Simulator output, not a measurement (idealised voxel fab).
Proc. module: voxel capacitor over wiring
cross-section cut | 145 nm wide | cells 5 nm
Throughout this document, each cross-section is represented as a grid of square cells and is presented as a sequence of bands enumerated from the top downward, where a band comprises one or more rows of cells. Band: top and bottom heights (nm) first, top before bottom; then materials from left to right, widths in nm. "full width" marks a sole material filling the band edge to edge. "blank" denotes empty space. Heights are measured from 0, the level below which the as-received wafer is all one material; the lowest band has no bottom and continues downward, written as in "z 0 and below". Quick explanation for "30 to 40": the width changes in equal steps down the rows of cells, from the first number in the band's top row to the second number in its bottom row. No cell of the cross-section changed in a step that is given as "no change occurred". Any empty space of 8 cells or more lacking an open way to the top shows up in "Enclosed voids" as width x height at distance, distance from the left edge, in nm. Whatever follows a step's settings on its line is a remark the simulator itself makes about that step. "overlay nm", when on a step's line for a step with a mask, measures how far to the right of its planned place the mask lay; a negative measure means to the left.

THE FOLLOWING LIST GIVES THE PLANNED PROCESS STEPS
1: RECEIVE | material Si
2: CONFORMAL_DEP | material SiO2 | thk nm 10
3: CONFORMAL_DEP | material SiN | thk nm 5
4: DIRECTIONAL_DEP | material SiO2 | thk nm 15
5: MASKED_ETCH | tone open | mask id METAL_1 | width nm 20 | pitch nm 85 | etch materials SiO2 | depth nm 15 | overlay nm 0
6: MASKED_ETCH | tone open | mask id METAL_1 | width nm 20 | pitch nm 85 | etch materials SiN | depth nm 5 | overlay nm 0
7: CONFORMAL_DEP | material TiN | thk nm 5
8: FILL_DEP | material W | thk nm 10
9: CMP | height nm 30
10: CONFORMAL_DEP | material SiCN | thk nm 5
11: DIRECTIONAL_DEP | material SiO2 | thk nm 20
12: DIRECTIONAL_DEP | material aC | thk nm 10
13: PATTERN | tone open | mask id PLUG_1 | material resist | width nm 15 | thk nm 25 | overlay nm 0
14: DIRECTIONAL_ETCH | etch materials aC | depth nm 10
15: STRIP | etch materials resist
16: DIRECTIONAL_ETCH | etch materials SiO2 | depth nm 20
17: DIRECTIONAL_ETCH | etch materials SiCN | depth nm 5
18: STRIP | etch materials aC
19: EPI | material Ru | thk nm 10
20: EPI | material Ru | thk nm 10
21: EPI | material Ru | thk nm 5
22: DIRECTIONAL_DEP | material TiN | thk nm 5
23: DIRECTIONAL_DEP | material SiN | thk nm 5
24: DIRECTIONAL_DEP | material TiN | thk nm 10
25: MASKED_ETCH | tone cover | mask id UPPER_PLATE | width nm 70 | etch materials TiN | depth nm 10 | overlay nm 0
26: MASKED_ETCH | tone cover | mask id UPPER_PLATE | width nm 70 | etch materials SiN | depth nm 5 | overlay nm 0
27: DIRECTIONAL_DEP | material aC | thk nm 15
28: PATTERN | tone cover | mask id LOWER_PLATE | material resist | width nm 80 | thk nm 35 | overlay nm 0
29: DIRECTIONAL_ETCH | etch materials aC | depth nm 15
30: STRIP | etch materials resist
31: DIRECTIONAL_ETCH | etch materials TiN | depth nm 5
32: STRIP | etch materials aC
33: FILL_DEP | material SiO2 | thk nm 15
34: CMP | height nm 85
35: MASKED_ETCH | tone open | mask id PLUG_2 | width nm 15 | etch materials SiO2 | depth nm 10 | overlay nm 0
36: CONFORMAL_DEP | material TiN | thk nm 5
37: FILL_DEP | material Cu | thk nm 5
38: CMP | height nm 85
39: CONFORMAL_DEP | material SiCN | thk nm 5

FIRST OF TWO WAFERS - AS PLANNED

CROSS-SECTION: WAFER ON ARRIVAL = AFTER STEP 1
z 0 and below = Si full width
Enclosed voids: none

STEP 2 COMPLETE: CROSS-SECTION THROUGH THE WAFER
z 10 to 0 = SiO2 full width
At heights below 0, the structure remains unaltered.

STEP 3 COMPLETE: CROSS-SECTION THROUGH THE WAFER
z 15 to 10 = SiN full width
At heights below 10, the structure remains unaltered.

STEP 4 COMPLETE: CROSS-SECTION THROUGH THE WAFER
z 30 to 15 = SiO2 full width
At heights below 15, the structure remains unaltered.

STEP 5 COMPLETE: CROSS-SECTION THROUGH THE WAFER
z 30 to 15 = 20 nm SiO2, then 20 nm blank, then 65 nm SiO2, then 20 nm blank, then 20 nm SiO2
At heights below 15, the structure remains unaltered.

STEP 6 COMPLETE: CROSS-SECTION THROUGH THE WAFER
z 30 to 15 = 20 nm SiO2, then 20 nm blank, then 65 nm SiO2, then 20 nm blank, then 20 nm SiO2
z 15 to 10 = 20 nm SiN, then 20 nm blank, then 65 nm SiN, then 20 nm blank, then 20 nm SiN
At heights below 10, the structure remains unaltered.

STEP 7 COMPLETE: CROSS-SECTION THROUGH THE WAFER
z 35 to 30 = 25 nm TiN, then 10 nm blank, then 75 nm TiN, then 10 nm blank, then 25 nm TiN
z 30 to 15 = 20 nm SiO2, then 5 nm TiN, then 10 nm blank, then 5 nm TiN, then 65 nm SiO2, then 5 nm TiN, then 10 nm blank, then 5 nm TiN, then 20 nm SiO2
z 15 to 10 = 20 nm SiN, then 20 nm TiN, then 65 nm SiN, then 20 nm TiN, then 20 nm SiN
At heights below 10, the structure remains unaltered.

STEP 8 COMPLETE: CROSS-SECTION THROUGH THE WAFER
z 45 to 35 = W full width
z 35 to 30 = 25 nm TiN, then 10 nm W, then 75 nm TiN, then 10 nm W, then 25 nm TiN
z 30 to 15 = 20 nm SiO2, then 5 nm TiN, then 10 nm W, then 5 nm TiN, then 65 nm SiO2, then 5 nm TiN, then 10 nm W, then 5 nm TiN, then 20 nm SiO2
At heights below 15, the structure remains unaltered.

STEP 9 COMPLETE: CROSS-SECTION THROUGH THE WAFER
z 30 to 15 = 20 nm SiO2, then 5 nm TiN, then 10 nm W, then 5 nm TiN, then 65 nm SiO2, then 5 nm TiN, then 10 nm W, then 5 nm TiN, then 20 nm SiO2
At heights below 15, the structure remains unaltered.

STEP 10 COMPLETE: CROSS-SECTION THROUGH THE WAFER
z 35 to 30 = SiCN full width
At heights below 30, the structure remains unaltered.

STEP 11 COMPLETE: CROSS-SECTION THROUGH THE WAFER
z 55 to 35 = SiO2 full width
At heights below 35, the structure remains unaltered.

STEP 12 COMPLETE: CROSS-SECTION THROUGH THE WAFER
z 65 to 55 = aC full width
At heights below 55, the structure remains unaltered.

STEP 13 COMPLETE: CROSS-SECTION THROUGH THE WAFER
z 90 to 65 = 25 nm resist, then 15 nm blank, then 105 nm resist
At heights below 65, the structure remains unaltered.

STEP 14 COMPLETE: CROSS-SECTION THROUGH THE WAFER
z 80 to 65 = 25 nm resist, then 15 nm blank, then 105 nm resist
z 65 to 55 = 25 nm aC, then 15 nm blank, then 105 nm aC
At heights below 55, the structure remains unaltered.

STEP 15 COMPLETE: CROSS-SECTION THROUGH THE WAFER
z 65 to 55 = 25 nm aC, then 15 nm blank, then 105 nm aC
At heights below 55, the structure remains unaltered.

STEP 16 COMPLETE: CROSS-SECTION THROUGH THE WAFER
z 65 to 55 = 25 nm aC, then 15 nm blank, then 105 nm aC
z 55 to 35 = 25 nm SiO2, then 15 nm blank, then 105 nm SiO2
At heights below 35, the structure remains unaltered.

STEP 17 COMPLETE: CROSS-SECTION THROUGH THE WAFER
z 65 to 55 = 25 nm aC, then 15 nm blank, then 105 nm aC
z 55 to 35 = 25 nm SiO2, then 15 nm blank, then 105 nm SiO2
z 35 to 30 = 25 nm SiCN, then 15 nm blank, then 105 nm SiCN
At heights below 30, the structure remains unaltered.

STEP 18 COMPLETE: CROSS-SECTION THROUGH THE WAFER
z 55 to 35 = 25 nm SiO2, then 15 nm blank, then 105 nm SiO2
At heights below 35, the structure remains unaltered.

STEP 19 COMPLETE: CROSS-SECTION THROUGH THE WAFER
z 55 to 40 = 25 nm SiO2, then 15 nm blank, then 105 nm SiO2
z 40 to 35 = 25 nm SiO2, then 15 nm Ru, then 105 nm SiO2
z 35 to 30 = 25 nm SiCN, then 15 nm Ru, then 105 nm SiCN
At heights below 30, the structure remains unaltered.

STEP 20 COMPLETE: CROSS-SECTION THROUGH THE WAFER
z 55 to 50 = 25 nm SiO2, then 15 nm blank, then 105 nm SiO2
z 50 to 35 = 25 nm SiO2, then 15 nm Ru, then 105 nm SiO2
At heights below 35, the structure remains unaltered.

STEP 21 COMPLETE: CROSS-SECTION THROUGH THE WAFER
z 55 to 35 = 25 nm SiO2, then 15 nm Ru, then 105 nm SiO2
At heights below 35, the structure remains unaltered.

STEP 22 COMPLETE: CROSS-SECTION THROUGH THE WAFER
z 60 to 55 = TiN full width
At heights below 55, the structure remains unaltered.

STEP 23 COMPLETE: CROSS-SECTION THROUGH THE WAFER
z 65 to 60 = SiN full width
At heights below 60, the structure remains unaltered.

STEP 24 COMPLETE: CROSS-SECTION THROUGH THE WAFER
z 75 to 65 = TiN full width
At heights below 65, the structure remains unaltered.

STEP 25 COMPLETE: CROSS-SECTION THROUGH THE WAFER
z 75 to 65 = 25 nm blank, then 70 nm TiN, then 50 nm blank
At heights below 65, the structure remains unaltered.

STEP 26 COMPLETE: CROSS-SECTION THROUGH THE WAFER
z 75 to 65 = 25 nm blank, then 70 nm TiN, then 50 nm blank
z 65 to 60 = 25 nm blank, then 70 nm SiN, then 50 nm blank
At heights below 60, the structure remains unaltered.

STEP 27 COMPLETE: CROSS-SECTION THROUGH THE WAFER
z 90 to 75 = 25 nm blank, then 70 nm aC, then 50 nm blank
z 75 to 65 = 25 nm aC, then 70 nm TiN, then 50 nm aC
z 65 to 60 = 25 nm aC, then 70 nm SiN, then 50 nm aC
At heights below 60, the structure remains unaltered.

STEP 28 COMPLETE: CROSS-SECTION THROUGH THE WAFER
z 125 to 90 = 20 nm blank, then 80 nm resist, then 45 nm blank
z 90 to 75 = 20 nm blank, then 5 nm resist, then 70 nm aC, then 5 nm resist, then 45 nm blank
At heights below 75, the structure remains unaltered.

STEP 29 COMPLETE: CROSS-SECTION THROUGH THE WAFER
z 110 to 90 = 20 nm blank, then 80 nm resist, then 45 nm blank
z 90 to 75 = 20 nm blank, then 5 nm resist, then 70 nm aC, then 5 nm resist, then 45 nm blank
z 75 to 65 = 20 nm blank, then 5 nm aC, then 70 nm TiN, then 5 nm aC, then 45 nm blank
z 65 to 60 = 20 nm blank, then 5 nm aC, then 70 nm SiN, then 5 nm aC, then 45 nm blank
At heights below 60, the structure remains unaltered.

STEP 30 COMPLETE: CROSS-SECTION THROUGH THE WAFER
z 90 to 75 = 25 nm blank, then 70 nm aC, then 50 nm blank
At heights below 75, the structure remains unaltered.

STEP 31 COMPLETE: CROSS-SECTION THROUGH THE WAFER
z 90 to 75 = 25 nm blank, then 70 nm aC, then 50 nm blank
z 75 to 65 = 20 nm blank, then 5 nm aC, then 70 nm TiN, then 5 nm aC, then 45 nm blank
z 65 to 60 = 20 nm blank, then 5 nm aC, then 70 nm SiN, then 5 nm aC, then 45 nm blank
z 60 to 55 = 20 nm blank, then 80 nm TiN, then 45 nm blank
At heights below 55, the structure remains unaltered.

STEP 32 COMPLETE: CROSS-SECTION THROUGH THE WAFER
z 75 to 65 = 25 nm blank, then 70 nm TiN, then 50 nm blank
z 65 to 60 = 25 nm blank, then 70 nm SiN, then 50 nm blank
At heights below 60, the structure remains unaltered.

STEP 33 COMPLETE: CROSS-SECTION THROUGH THE WAFER
z 90 to 75 = SiO2 full width
z 75 to 65 = 25 nm SiO2, then 70 nm TiN, then 50 nm SiO2
z 65 to 60 = 25 nm SiO2, then 70 nm SiN, then 50 nm SiO2
z 60 to 55 = 20 nm SiO2, then 80 nm TiN, then 45 nm SiO2
At heights below 55, the structure remains unaltered.

STEP 34 COMPLETE: CROSS-SECTION THROUGH THE WAFER
z 85 to 75 = SiO2 full width
At heights below 75, the structure remains unaltered.

STEP 35 COMPLETE: CROSS-SECTION THROUGH THE WAFER
z 85 to 75 = 35 nm SiO2, then 15 nm blank, then 95 nm SiO2
At heights below 75, the structure remains unaltered.

STEP 36 COMPLETE: CROSS-SECTION THROUGH THE WAFER
z 90 to 85 = 40 nm TiN, then 5 nm blank, then 100 nm TiN
z 85 to 80 = 35 nm SiO2, then 5 nm TiN, then 5 nm blank, then 5 nm TiN, then 95 nm SiO2
z 80 to 75 = 35 nm SiO2, then 15 nm TiN, then 95 nm SiO2
At heights below 75, the structure remains unaltered.

STEP 37 COMPLETE: CROSS-SECTION THROUGH THE WAFER
z 95 to 90 = Cu full width
z 90 to 85 = 40 nm TiN, then 5 nm Cu, then 100 nm TiN
z 85 to 80 = 35 nm SiO2, then 5 nm TiN, then 5 nm Cu, then 5 nm TiN, then 95 nm SiO2
At heights below 80, the structure remains unaltered.

STEP 38 COMPLETE: CROSS-SECTION THROUGH THE WAFER
z 85 to 80 = 35 nm SiO2, then 5 nm TiN, then 5 nm Cu, then 5 nm TiN, then 95 nm SiO2
At heights below 80, the structure remains unaltered.

STEP 39 COMPLETE: CROSS-SECTION THROUGH THE WAFER
z 90 to 85 = SiCN full width
At heights below 85, the structure remains unaltered.

NOW THE OTHER WAFER: SAME START, SAME RECIPE, BUT WE MESSED UP ONE THING WHEN RUNNING IT. UP TO AND INCLUDING STEP 25 IT'S THE SAME AS THE FIRST ONE

THE SECOND WAFER IN CROSS-SECTION, AT THE PLANNED CLOSE OF STEP 26
z 75 to 65 = 25 nm blank, then 70 nm TiN, then 50 nm blank
z 65 to 60 = 25 nm blank, then 80 nm SiN, then 40 nm blank
At heights below 60, the structure remains unaltered.

THE SECOND WAFER IN CROSS-SECTION, AT THE PLANNED CLOSE OF STEP 27
z 90 to 80 = 25 nm blank, then 70 nm aC, then 50 nm blank
z 80 to 75 = 25 nm blank, then 80 nm aC, then 40 nm blank
z 75 to 65 = 25 nm aC, then 70 nm TiN, then 50 nm aC
z 65 to 60 = 25 nm aC, then 80 nm SiN, then 40 nm aC
At heights below 60, the structure remains unaltered.

THE SECOND WAFER IN CROSS-SECTION, AT THE PLANNED CLOSE OF STEP 28
z 125 to 90 = 20 nm blank, then 80 nm resist, then 45 nm blank
z 90 to 80 = 20 nm blank, then 5 nm resist, then 70 nm aC, then 5 nm resist, then 45 nm blank
z 80 to 75 = 20 nm blank, then 5 nm resist, then 80 nm aC, then 40 nm blank
At heights below 75, the structure remains unaltered.

THE SECOND WAFER IN CROSS-SECTION, AT THE PLANNED CLOSE OF STEP 29
z 110 to 90 = 20 nm blank, then 80 nm resist, then 45 nm blank
z 90 to 80 = 20 nm blank, then 5 nm resist, then 70 nm aC, then 5 nm resist, then 45 nm blank
z 80 to 75 = 20 nm blank, then 5 nm resist, then 75 nm aC, then 45 nm blank
z 75 to 65 = 20 nm blank, then 5 nm aC, then 70 nm TiN, then 5 nm aC, then 45 nm blank
z 65 to 60 = 20 nm blank, then 5 nm aC, then 80 nm SiN, then 40 nm blank
At heights below 60, the structure remains unaltered.

THE SECOND WAFER IN CROSS-SECTION, AT THE PLANNED CLOSE OF STEP 30
z 90 to 80 = 25 nm blank, then 70 nm aC, then 50 nm blank
z 80 to 75 = 25 nm blank, then 75 nm aC, then 45 nm blank
At heights below 75, the structure remains unaltered.

THE SECOND WAFER IN CROSS-SECTION, AT THE PLANNED CLOSE OF STEP 31
z 90 to 80 = 25 nm blank, then 70 nm aC, then 50 nm blank
z 80 to 75 = 25 nm blank, then 75 nm aC, then 45 nm blank
z 75 to 65 = 20 nm blank, then 5 nm aC, then 70 nm TiN, then 5 nm aC, then 45 nm blank
z 65 to 60 = 20 nm blank, then 5 nm aC, then 80 nm SiN, then 40 nm blank
z 60 to 55 = 20 nm blank, then 85 nm TiN, then 40 nm blank
At heights below 55, the structure remains unaltered.

THE SECOND WAFER IN CROSS-SECTION, AT THE PLANNED CLOSE OF STEP 32
z 75 to 65 = 25 nm blank, then 70 nm TiN, then 50 nm blank
z 65 to 60 = 25 nm blank, then 80 nm SiN, then 40 nm blank
At heights below 60, the structure remains unaltered.

THE SECOND WAFER IN CROSS-SECTION, AT THE PLANNED CLOSE OF STEP 33
z 90 to 75 = SiO2 full width
z 75 to 65 = 25 nm SiO2, then 70 nm TiN, then 50 nm SiO2
z 65 to 60 = 25 nm SiO2, then 80 nm SiN, then 40 nm SiO2
z 60 to 55 = 20 nm SiO2, then 85 nm TiN, then 40 nm SiO2
At heights below 55, the structure remains unaltered.

THE SECOND WAFER IN CROSS-SECTION, AT THE PLANNED CLOSE OF STEP 34
z 85 to 75 = SiO2 full width
At heights below 75, the structure remains unaltered.

THE SECOND WAFER IN CROSS-SECTION, AT THE PLANNED CLOSE OF STEP 35
z 85 to 75 = 35 nm SiO2, then 15 nm blank, then 95 nm SiO2
At heights below 75, the structure remains unaltered.

THE SECOND WAFER IN CROSS-SECTION, AT THE PLANNED CLOSE OF STEP 36
z 90 to 85 = 40 nm TiN, then 5 nm blank, then 100 nm TiN
z 85 to 80 = 35 nm SiO2, then 5 nm TiN, then 5 nm blank, then 5 nm TiN, then 95 nm SiO2
z 80 to 75 = 35 nm SiO2, then 15 nm TiN, then 95 nm SiO2
At heights below 75, the structure remains unaltered.

THE SECOND WAFER IN CROSS-SECTION, AT THE PLANNED CLOSE OF STEP 37
z 95 to 90 = Cu full width
z 90 to 85 = 40 nm TiN, then 5 nm Cu, then 100 nm TiN
z 85 to 80 = 35 nm SiO2, then 5 nm TiN, then 5 nm Cu, then 5 nm TiN, then 95 nm SiO2
At heights below 80, the structure remains unaltered.

THE SECOND WAFER IN CROSS-SECTION, AT THE PLANNED CLOSE OF STEP 38
z 85 to 80 = 35 nm SiO2, then 5 nm TiN, then 5 nm Cu, then 5 nm TiN, then 95 nm SiO2
At heights below 80, the structure remains unaltered.

THE SECOND WAFER IN CROSS-SECTION, AT THE PLANNED CLOSE OF STEP 39
z 90 to 85 = SiCN full width
At heights below 85, the structure remains unaltered.
What was the processing mistake? step 26: run off-plan, actual operation and settings MASKED_ETCH | tone cover | mask id UPPER_PLATE | width nm 70 | etch materials SiN | depth nm 5 | overlay nm 10
Final difference in cells, second wafer against first, listed per material as more or fewer: SiN +2; SiO2 -3; TiN +1
